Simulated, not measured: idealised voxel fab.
Process module heading - voxel tone inversion
The figure presents cross-section cut, which has a width of 300 nm and is divided into square cells with an edge length of 5 nm.
We lay out every cross-section as a grid of square cells and spell it out in bands from the top down, where one band means one or more rows of cells.
Band entry format. Leading values: height of top, height of bottom, nm. Remainder: materials in left-to-right order, each with its width in nm. Special words: "full width" on a single material, which then fills the band edge to edge; "blank", empty space.
Below 0: as-received wafer, all one material; heights counted from there. Lowest band: no bottom, goes on down, written "0 and below".
When a width is written as two numbers, as in "30..40", the first number is the width in the top row of cells of the band and the second is the width in its bottom row, and the width changes by the same amount from each row to the next.
Key: "no alteration" - step with no changed cell in the cross-section.
Empty spaces counting at least 8 cells and having no open way to the top are listed in "Sealed internal cavities". The notation width x height at distance is used for each, the distance being from the left edge and all three values in nm.
Post-settings text on a step line: simulator's own remark regarding the step.
The line of a step may include "overlay nm". On a step with a mask, this value is how far to the right of its planned place the mask lay. A negative value means the mask lay to the left.

Planned step list for the process
1 RECEIVE [material Si]
2 CONFORMAL_DEP [material SiCN] [thk nm 10]
3 DIRECTIONAL_DEP [material polySi] [thk nm 15]
4 PATTERN [tone cover] [mask id POSTS] [material resist] [width nm 20] [pitch nm 35] [thk nm 20] [overlay nm 0]
5 DIRECTIONAL_ETCH [etch materials polySi] [depth nm 15]
6 STRIP [etch materials resist]
7 FILL_DEP [material lowk] [thk nm 5]
8 CMP [height nm 25]
9 STRIP [etch materials polySi]

Below: the first of two wafers, run as planned

Cross-section of the wafer upon arrival, representing the state reached after step 1
	0 and below | Si full width
	Sealed internal cavities: none

Wafer section view after processing step 2
	10 down to 0 | SiCN full width
	below 0: unchanged

Wafer section view after processing step 3
	25 down to 10 | polySi full width
	below 10: unchanged

Wafer section view after processing step 4
	45 down to 25 | 85 blank, then 20 resist, then 15 blank, then 20 resist, then 15 blank, then 20 resist, then 15 blank, then 20 resist, then 90 blank
	below 25: unchanged

Wafer section view after processing step 5
	45 down to 25 | 85 blank, then 20 resist, then 15 blank, then 20 resist, then 15 blank, then 20 resist, then 15 blank, then 20 resist, then 90 blank
	25 down to 10 | 85 blank, then 20 polySi, then 15 blank, then 20 polySi, then 15 blank, then 20 polySi, then 15 blank, then 20 polySi, then 90 blank
	below 10: unchanged

Wafer section view after processing step 6
	25 down to 10 | 85 blank, then 20 polySi, then 15 blank, then 20 polySi, then 15 blank, then 20 polySi, then 15 blank, then 20 polySi, then 90 blank
	below 10: unchanged

Wafer section view after processing step 7
	30 down to 25 | lowk full width
	25 down to 10 | 85 lowk, then 20 polySi, then 15 lowk, then 20 polySi, then 15 lowk, then 20 polySi, then 15 lowk, then 20 polySi, then 90 lowk
	below 10: unchanged

Wafer section view after processing step 8
	25 down to 10 | 85 lowk, then 20 polySi, then 15 lowk, then 20 polySi, then 15 lowk, then 20 polySi, then 15 lowk, then 20 polySi, then 90 lowk
	below 10: unchanged

Wafer section view after processing step 9
	25 down to 10 | 85 lowk, then 20 blank, then 15 lowk, then 20 blank, then 15 lowk, then 20 blank, then 15 lowk, then 20 blank, then 90 lowk
	below 10: unchanged

It is to be noted that the second wafer proceeded from the same initial state and according to the same plan as the first, although one mistake was committed in its execution; through step 5, inclusive, the two wafers share an identical history

Cross-sectional representation of the second wafer at the time designated in the plan for the completion of step 6
	25 down to 10 | 85 blank, then 20 polySi, then 15 blank, then 20 polySi, then 15 blank, then 20 polySi, then 15 blank, then 20 polySi, then 90 blank
	below 10: unchanged

Cross-sectional representation of the second wafer at the time designated in the plan for the completion of step 7
	30 down to 25 | lowk full width
	25 down to 10 | 85 lowk, then 20 polySi, then 15 lowk, then 20 polySi, then 15 lowk, then 20 polySi, then 15 lowk, then 20 polySi, then 90 lowk
	below 10: unchanged

Cross-sectional representation of the second wafer at the time designated in the plan for the completion of step 8
	25 down to 10 | 85 lowk, then 20 polySi, then 15 lowk, then 20 polySi, then 15 lowk, then 20 polySi, then 15 lowk, then 20 polySi, then 90 lowk
	below 10: unchanged

Cross-sectional representation of the second wafer at the time designated in the plan for the completion of step 9
	25 down to 10 | 85 lowk, then 20 blank, then 15 lowk, then 20 blank, then 15 lowk, then 20 blank, then 15 lowk, then 20 blank, then 90 lowk
	below 10: unchanged
What broke from the plan during processing? it should be noted that step 6 of the plan was executed twice
Honestly, by the end the two wafers have the same cross-section, so the mistake just doesn't show up in what this model computes.
